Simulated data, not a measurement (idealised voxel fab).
You're looking at the process module voxel gate over fins.
For reference, the cross-section in this document is cut, with width 205 nm and square cells of 5 nm.
Each cross-section below is a grid of square cells, stated as bands in top-down order, with one or more rows of cells making up each band. Top, bottom (nm), then materials left to right with widths (nm); lone material tagged "all across" fills the whole band edge to edge; "blank" = empty space. Height is counted from the level 0, under which the received wafer is composed throughout of one material. The lowest of the bands is not closed at the bottom but continues downward, in the notation "0 down". The expression "30->40" gives the width at the extremes of the band, the first number at its top row of cells and the second at its bottom row, with the width changing by equal amounts from each row to the next in between. Take "no change occurred" at face value: in the step it is given for, the cross-section changed in none of its cells. The entry "Enclosed void catalog" lists the empty spaces that cover at least 8 cells and have no open path to the top. Each is written as width x height at distance, where the distance is measured from the left edge and all three values are in nm. Anything after a step's settings on that line? It's the simulator's own note about the step. The line of a step may include "overlay nm". On a step with a mask, this value is how far to the right of its planned place the mask lay. A negative value means the mask lay to the left.
These are the steps we planned for the process
| 1 | RECEIVE,material Si |
| 2 | CONFORMAL_DEP,material SiN,thk nm 5 |
| 3 | DIRECTIONAL_DEP,material aC,thk nm 15 |
| 4 | PATTERN,tone cover,mask id FINS,material resist,width nm 15,pitch nm 40,thk nm 30,overlay nm 0 |
| 5 | DIRECTIONAL_ETCH,etch materials aC,depth nm 15 |
| 6 | STRIP,etch materials resist |
| 7 | DIRECTIONAL_ETCH,etch materials SiN,depth nm 5 |
| 8 | DIRECTIONAL_ETCH,etch materials Si,depth nm 30 |
| 9 | STRIP,etch materials aC |
| 10 | FILL_DEP,material SiO2,thk nm 10 |
| 11 | CMP,height nm 5 |
| 12 | SELECTIVE_ETCH,etch materials SiO2,depth nm 20 |
| 13 | STRIP,etch materials SiN |
| 14 | CONFORMAL_DEP,material HfO2,thk nm 5 |
| 15 | CONFORMAL_DEP,material TiN,thk nm 5 |
| 16 | CONFORMAL_DEP,material TiAl,thk nm 5 |
| 17 | CONFORMAL_DEP,material TiN,thk nm 5 |
| 18 | FILL_DEP,material W,thk nm 10 |
| 19 | CMP,height nm 25 |
| 20 | CONFORMAL_DEP,material SiCN,thk nm 5 |
Wafer cross-section on receipt, i.e. after step 1
0 down = Si all across
Enclosed void catalog: none
The first of two wafers, cross-sectioned at the end of the module, with the run proceeding as planned
30 to 25 = SiCN all across
25 to 20 = W all across
20 to 15 = W: 15 | TiN: 175 | W: 15
15 to 10 = W: 15 | TiN: 5 | TiAl: 165 | TiN: 5 | W: 15
10 to 5 = W: 15 | TiN: 5 | TiAl: 5 | TiN: 35 | TiAl: 5 | TiN: 35 | TiAl: 5 | TiN: 35 | TiAl: 5 | TiN: 35 | TiAl: 5 | TiN: 5 | W: 15
5 to 0 = TiN: 20 | TiAl: 5 | TiN: 5 | HfO2: 25 | TiN: 5 | TiAl: 5 | TiN: 5 | HfO2: 25 | TiN: 5 | TiAl: 5 | TiN: 5 | HfO2: 25 | TiN: 5 | TiAl: 5 | TiN: 5 | HfO2: 25 | TiN: 5 | TiAl: 5 | TiN: 20
0 to -5 = TiAl: 25 | TiN: 5 | HfO2: 5 | Si: 15 | HfO2: 5 | TiN: 5 | TiAl: 5 | TiN: 5 | HfO2: 5 | Si: 15 | HfO2: 5 | TiN: 5 | TiAl: 5 | TiN: 5 | HfO2: 5 | Si: 15 | HfO2: 5 | TiN: 5 | TiAl: 5 | TiN: 5 | HfO2: 5 | Si: 15 | HfO2: 5 | TiN: 5 | TiAl: 25
-5 to -10 = TiN: 30 | HfO2: 5 | Si: 15 | HfO2: 5 | TiN: 15 | HfO2: 5 | Si: 15 | HfO2: 5 | TiN: 15 | HfO2: 5 | Si: 15 | HfO2: 5 | TiN: 15 | HfO2: 5 | Si: 15 | HfO2: 5 | TiN: 30
-10 to -15 = HfO2: 35 | Si: 15 | HfO2: 25 | Si: 15 | HfO2: 25 | Si: 15 | HfO2: 25 | Si: 15 | HfO2: 35
-15 to -30 = SiO2: 35 | Si: 15 | SiO2: 25 | Si: 15 | SiO2: 25 | Si: 15 | SiO2: 25 | Si: 15 | SiO2: 35
-30 down = Si all across
Enclosed void catalog: none
Here is the second of the two wafers cut open at the end of the module - same start, same plan as the first one, but we made one mistake running it
30 to 25 = SiCN all across
25 to 20 = W all across
20 to 15 = W: 10 | TiN: 175 | W: 20
15 to 10 = W: 10 | TiN: 5 | TiAl: 165 | TiN: 5 | W: 20
10 to 5 = W: 10 | TiN: 5 | TiAl: 5 | TiN: 35 | TiAl: 5 | TiN: 35 | TiAl: 5 | TiN: 35 | TiAl: 5 | TiN: 35 | TiAl: 5 | TiN: 5 | W: 20
5 to 0 = TiN: 15 | TiAl: 5 | TiN: 5 | HfO2: 25 | TiN: 5 | TiAl: 5 | TiN: 5 | HfO2: 25 | TiN: 5 | TiAl: 5 | TiN: 5 | HfO2: 25 | TiN: 5 | TiAl: 5 | TiN: 5 | HfO2: 25 | TiN: 5 | TiAl: 5 | TiN: 25
0 to -5 = TiAl: 20 | TiN: 5 | HfO2: 5 | Si: 15 | HfO2: 5 | TiN: 5 | TiAl: 5 | TiN: 5 | HfO2: 5 | Si: 15 | HfO2: 5 | TiN: 5 | TiAl: 5 | TiN: 5 | HfO2: 5 | Si: 15 | HfO2: 5 | TiN: 5 | TiAl: 5 | TiN: 5 | HfO2: 5 | Si: 15 | HfO2: 5 | TiN: 5 | TiAl: 30
-5 to -10 = TiN: 25 | HfO2: 5 | Si: 15 | HfO2: 5 | TiN: 15 | HfO2: 5 | Si: 15 | HfO2: 5 | TiN: 15 | HfO2: 5 | Si: 15 | HfO2: 5 | TiN: 15 | HfO2: 5 | Si: 15 | HfO2: 5 | TiN: 35
-10 to -15 = HfO2: 30 | Si: 15 | HfO2: 25 | Si: 15 | HfO2: 25 | Si: 15 | HfO2: 25 | Si: 15 | HfO2: 40
-15 to -30 = SiO2: 30 | Si: 15 | SiO2: 25 | Si: 15 | SiO2: 25 | Si: 15 | SiO2: 25 | Si: 15 | SiO2: 40
-30 down = Si all across
Enclosed void catalog: none
Which mistake was made when the wafer was run? step 4 did not happen as planned, as run it was PATTERN,tone cover,mask id FINS,material resist,width nm 15,pitch nm 40,thk nm 30,overlay nm -5
Upon completion, the cell count for each material on the second wafer equals that on the first, whereas the spatial distribution of those cells differs.
